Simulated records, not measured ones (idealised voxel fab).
The document below concerns the process module designated voxel self aligned vias.
This is section cut - it's 225 nm across, gridded in 5 nm square cells.
Format of a cross-section: grid, square cells. Given as bands. Order: top down. Band: one or more rows of cells.
The band entry comprises the height of the band's top followed by the height of its bottom, expressed in nm, and subsequently the band's materials from left to right, each stated together with its width in nm. Where a single material is marked with the word "edge to edge", that material fills the band from edge to edge. The word "empty" represents empty space.
A quick word on heights: they are counted from 0, and under that level the wafer as it came to us is one material throughout. The lowest band is different from the rest in having no bottom; it simply continues downward, written as in "0 -> down".
Width "30->40": first value at the band's top row of cells, second value at its bottom row, equal change from row to row.
Step note "no change occurred" = no cross-section cell changed.
Basically, "Cavities, sealed" tells you about the enclosed voids: empty spaces with no open way to the top, 8 cells or bigger, each written width x height at distance, where distance is from the left edge, all in nm.
What comes after the settings on a step's line is commentary from the simulator itself on that step.
The "overlay nm" setting may appear on a step's line; for a step that uses a mask, it gives how far to the right of its planned position the mask lay, and a negative value indicates the left.
-- plan
1,RECEIVE | material Si
2,CONFORMAL_DEP | material SiO2 | thk nm 10
3,CONFORMAL_DEP | material SiCN | thk nm 5
4,DIRECTIONAL_DEP | material lowk | thk nm 20
5,DIRECTIONAL_DEP | material aC | thk nm 10
6,PATTERN | tone open | mask id LINES | material resist | width nm 20 | pitch nm 55 | thk nm 25 | overlay nm 0
7,DIRECTIONAL_ETCH | etch materials aC | depth nm 10
8,STRIP | etch materials resist
9,DIRECTIONAL_ETCH | etch materials lowk | depth nm 20
10,STRIP | etch materials aC
11,CONFORMAL_DEP | material TiN | thk nm 5
12,FILL_DEP | material Ru | thk nm 10
13,CMP | height nm 25
14,SELECTIVE_ETCH | etch materials W Ru TiN | depth nm 5
15,FILL_DEP | material SiN | thk nm 10
16,CMP | height nm 35
17,DIRECTIONAL_DEP | material lowk | thk nm 15
18,DIRECTIONAL_DEP | material aC | thk nm 10
19,PATTERN | tone open | mask id VIAS | material resist | width nm 40 | pitch nm 110 | thk nm 25 | overlay nm 0
20,DIRECTIONAL_ETCH | etch materials aC | depth nm 10
21,STRIP | etch materials resist
22,DIRECTIONAL_ETCH | etch materials lowk | depth nm 15
23,DIRECTIONAL_ETCH | etch materials SiN | depth nm 5
24,STRIP | etch materials aC
25,CONFORMAL_DEP | material TiN | thk nm 5
26,FILL_DEP | material Ru | thk nm 10
27,CMP | height nm 50
28,CONFORMAL_DEP | material SiCN | thk nm 5
Wafers differ in height nm at step 13; plan lists the first wafer's value; identical starting state.
-- The as-received cross-section of the first of several wafers corresponds to the state after step 1
* 0 -> down  Si edge to edge
* Cavities, sealed: none
-- Basically each wafer gets a line in the table, showing it at the end of the module: material by material, the cells it gained (+) or lost (-) since we got it, then its closed voids
height nm 25 | +36 Ru | +90 SiCN | +86 SiN | +90 SiO2 | +40 TiN | +153 lowk | Cavities, sealed: none
height nm 30 | +42 Ru | +90 SiCN | +41 SiN | +90 SiO2 | +46 TiN | +186 lowk | Cavities, sealed: none
height nm 35 | +40 Ru | +90 SiCN | +4 SiN | +90 SiO2 | +52 TiN | +219 lowk | Cavities, sealed: none
height nm 40 | +42 Ru | +90 SiCN | +90 SiO2 | +54 TiN | +219 lowk | Cavities, sealed: none
height nm 45 | +42 Ru | +90 SiCN | +90 SiO2 | +54 TiN | +219 lowk | Cavities, sealed: none
height nm 50 | +42 Ru | +90 SiCN | +90 SiO2 | +54 TiN | +219 lowk | Cavities, sealed: none
